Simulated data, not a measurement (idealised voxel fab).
The following process module bears the name voxel double patterning.
We display cut, a cross-section 285 nm in width whose square cells are each 5 nm.
How to read a cross-section here: the picture is a grid of square cells, written as bands going from the top down, and any band can span one or more rows of cells. What a band's entry tells you: where the top is and where the bottom is, as heights in nm, and after that what lies inside, material by material from left to right, each with its width in nm. Empty space is written as the word "blank", and a single material marked with the word "all across" occupies the band from edge to edge. Height datum 0, below which the as-received substrate wafer is one material. Lowest band open at the bottom, running downward: "from 0 down". The two numbers in a width such as "30->40" mark its ends across the band: the first belongs to the top row of cells, the second to the bottom row, and from each row to the next the width moves by the same amount. The designation "no alteration", where it is given for a processing step, indicates that no cell of the cross-section was altered in the course of that step. So "Unvented voids" is basically the list of trapped voids: any empty space of 8 cells or more that can't reach the top through an opening. They're written width x height at distance, the distance being from the left edge, and it's all nm. Text after the settings on a step's line: the simulator's own remark on that step. Among the settings permitted on a step's line is "overlay nm"; applied to a step with a mask, it specifies the extent to which the mask lay to the right of its planned position, whereas a negative figure signifies a position to the left.
-- The steps planned for the process are as follows
1) RECEIVE | material Si
2) CONFORMAL_DEP | material SiO2 | thk nm 5
3) DIRECTIONAL_DEP | material W | thk nm 10
4) DIRECTIONAL_DEP | material SiCN | thk nm 10
5) MASKED_ETCH | tone open | mask id FIRST | width nm 15 | pitch nm 50 | etch materials SiCN | depth nm 10 | overlay nm 0
6) DIRECTIONAL_DEP | material aC | thk nm 15
7) PATTERN | tone open | mask id SECOND | material resist | width nm 15 | thk nm 30 | overlay nm 0
8) DIRECTIONAL_ETCH | etch materials aC | depth nm 15
9) STRIP | etch materials resist
10) DIRECTIONAL_ETCH | etch materials SiCN | depth nm 10
11) STRIP | etch materials aC
12) DIRECTIONAL_ETCH | etch materials W | depth nm 10
13) STRIP | etch materials SiCN
-- So this is the incoming wafer in cross-section - it's already been through step 1
> from 0 down: Si all across
> Unvented voids: none
-- The first of two wafers, cross-sectioned at the end of the module, with the run proceeding as planned
> from 15 to 5: 110 of W; 15 of blank; 10 of W; 15 of blank; 10 of W; 15 of blank; 110 of W
> from 5 to 0: SiO2 all across
> from 0 down: Si all across
> Unvented voids: none
-- Second wafer cross-section at end of module - shared start and plan with the first, one mistake in the run
> from 15 to 5: 135 of blank; 15 of W; 135 of blank
> from 5 to 0: SiO2 all across
> from 0 down: Si all across
> Unvented voids: none
Processing error: not per plan at step 7, really ran PATTERN | tone cover | mask id SECOND | material resist | width nm 15 | thk nm 30 | overlay nm 0
The second wafer ends with more or fewer cells of some materials than the first, per final count: -90 W
